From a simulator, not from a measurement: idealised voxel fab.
The following is a process module called voxel self aligned vias.
Displayed cross-section: cut, width of 280 nm, square cells sized 5 nm.
Cross-section = grid of square cells, listed top down in bands; band = one or more rows.
It is stipulated that each band's entry specify, in nanometres, the height of the top of the band and then that of its bottom, followed by the materials of the band in left-to-right sequence, each together with its width in nanometres. A single material marked by the word "edge to edge" is understood to fill the band from edge to edge; the word "empty" is understood to denote empty space.
Counting heights begins at 0, where everything beneath is, in the wafer as received, one material. The lowest band has no bottom; it goes on downwards, as "0 and below" shows.
You'd read "30 to 40" like this: the band's top row of cells is as wide as the first number, its bottom row is as wide as the second, and going down, every row changes width by the same amount as the row before did.
Given "remained the same" for a step, no cell of the cross-section differs between before and after that step.
"Closed void table": sealed empty spaces, 8 cells or more, no open way to top, listed width x height at distance, with distance from the left edge and width, height and distance in nm.
What comes after the settings on a step's line is commentary from the simulator itself on that step.
Regarding "overlay nm": on a step with a mask, it is the distance the mask lay to the right of its planned place; a negative value places it to the left.

[Planned step list for the process]
1,RECEIVE, material Si
2,CONFORMAL_DEP, material SiO2, thk nm 15
3,CONFORMAL_DEP, material SiCN, thk nm 5
4,DIRECTIONAL_DEP, material SiO2, thk nm 30
5,DIRECTIONAL_DEP, material aC, thk nm 10
6,PATTERN, tone open, mask id LINES, material resist, width nm 20, pitch nm 45, thk nm 25, overlay nm 0
7,DIRECTIONAL_ETCH, etch materials aC, depth nm 10
8,STRIP, etch materials resist
9,DIRECTIONAL_ETCH, etch materials SiO2, depth nm 30
10,STRIP, etch materials aC
11,CONFORMAL_DEP, material TiN, thk nm 5
12,FILL_DEP, material Ru, thk nm 5
13,CMP, height nm 50
14,SELECTIVE_ETCH, etch materials W Ru TiN, depth nm 10
15,FILL_DEP, material SiN, thk nm 5
16,CMP, height nm 50
17,DIRECTIONAL_DEP, material SiO2, thk nm 15
18,DIRECTIONAL_DEP, material aC, thk nm 10
19,PATTERN, tone open, mask id VIAS, material resist, width nm 30, thk nm 25, overlay nm 0
20,DIRECTIONAL_ETCH, etch materials aC, depth nm 10
21,STRIP, etch materials resist
22,DIRECTIONAL_ETCH, etch materials SiO2, depth nm 15
23,DIRECTIONAL_ETCH, etch materials SiN, depth nm 10
24,STRIP, etch materials aC
25,CONFORMAL_DEP, material TiN, thk nm 5
26,FILL_DEP, material Ru, thk nm 10
27,CMP, height nm 65
28,CONFORMAL_DEP, material SiCN, thk nm 5

[The cross-section here shows the wafer as received, i.e. in its state after step 1]
	0 and below: Si edge to edge
	Closed void table: none

[Cross-section, end of module. Start: as above. Plan: as above. Execution: one mistake]
	70 down to 65: SiCN edge to edge
	65 down to 55: 100 of SiO2 / 5 of TiN / 20 of Ru / 5 of TiN / 150 of SiO2
	55 down to 50: 100 of SiO2 / 5 of TiN / 5 of Ru / 20 of TiN / 150 of SiO2
	50 down to 45: 95 of SiO2 / 5 of SiN / 5 of TiN / 5 of Ru / 5 of TiN / 25 of SiO2 / 20 of SiN / 120 of SiO2
	45 down to 40: 95 of SiO2 / 5 of SiN / 15 of TiN / 25 of SiO2 / 20 of SiN / 120 of SiO2
	40 down to 25: 95 of SiO2 / 5 of TiN / 10 of Ru / 5 of TiN / 25 of SiO2 / 5 of TiN / 10 of Ru / 5 of TiN / 120 of SiO2
	25 down to 20: 95 of SiO2 / 20 of TiN / 25 of SiO2 / 20 of TiN / 120 of SiO2
	20 down to 15: SiCN edge to edge
	15 down to 0: SiO2 edge to edge
	0 and below: Si edge to edge
	Closed void table: none
Which mistake was made when the wafer was run? for step 6, the planned setting was not used; the step was instead run as PATTERN, tone open, mask id LINES, material resist, width nm 20, pitch nm 45, thk nm 25, overlay nm -10
